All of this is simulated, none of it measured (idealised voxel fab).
The following is a process module called voxel released beams.
Square cells of 5 nm make up the cross-section cut, whose width is 255 nm.
Each cross-section below is a grid of square cells, stated as bands in top-down order, with one or more rows of cells making up each band.
Band entry format. Leading values: height of top, height of bottom, nm. Remainder: materials in left-to-right order, each with its width in nm. Special words: "full width" on a single material, which then fills the band edge to edge; "air", empty space.
Heights are measured from 0, the level below which the as-received wafer is all one material; the lowest band has no bottom and continues downward, written as in "z 0 and below".
When a width is written as two numbers, as in "30 to 40", the first number is the width in the top row of cells of the band and the second is the width in its bottom row, and the width changes by the same amount from each row to the next.
"same as before" after a step means that no cell of the cross-section changed.
"Non-vented voids": sealed empty spaces, 8 cells or more, no open way to top, listed width x height at distance, with distance from the left edge and width, height and distance in nm.
Whatever follows a step's settings on its line is a remark the simulator itself makes about that step.
overlay nm: right-of-plan distance of the mask on a masked step; negative values mean left-of-plan.
# Intended process steps
1. op RECEIVE | material Si
2. op CONFORMAL_DEP | material Al2O3 | thk nm 5
3. op DIRECTIONAL_DEP | material SiO2 | thk nm 15
4. op MASKED_ETCH | tone open | mask id ANCHOR | width nm 35 | etch materials SiO2 | depth nm 15 | overlay nm 0
5. op CONFORMAL_DEP | material W | thk nm 10
6. op DIRECTIONAL_DEP | material aC | thk nm 10
7. op PATTERN | tone cover | mask id BEAM | material resist | width nm 95 | thk nm 30 | overlay nm 0
8. op DIRECTIONAL_ETCH | etch materials aC | depth nm 10
9. op STRIP | etch materials resist
10. op DIRECTIONAL_ETCH | etch materials W | depth nm 10
11. op STRIP | etch materials aC
12. op STRIP | etch materials SiO2
# Cross-section of the incoming wafer, state after step 1
* z 0 and below | Si full width
* Non-vented voids: none
# Cross-sectional view of the first of the two wafers upon completion of the module, processed in accordance with the plan
* z 30 to 20 | 75 nm air  15 nm W  15 nm air  65 nm W  85 nm air
* z 20 to 15 | 80 nm air  10 nm W  15 nm air  10 nm W  140 nm air
* z 15 to 5 | 80 nm air  35 nm W  140 nm air
* z 5 to 0 | Al2O3 full width
* z 0 and below | Si full width
* Non-vented voids: none
# second wafer at the end: like start, like plan, one mistake
* z 25 to 20 | 75 nm air  10 nm W  25 nm air  60 nm W  85 nm air
* z 20 to 10 | 80 nm air  5 nm W  25 nm air  5 nm W  140 nm air
* z 10 to 5 | 80 nm air  35 nm W  140 nm air
* z 5 to 0 | Al2O3 full width
* z 0 and below | Si full width
* Non-vented voids: none
Heads up, the wafer didn't run the way we planned it: step 5 was run on a setting that differed from the plan, and what really ran there is op CONFORMAL_DEP | material W | thk nm 5
Materials where the second wafer ends with more or fewer cells than the first: W -25
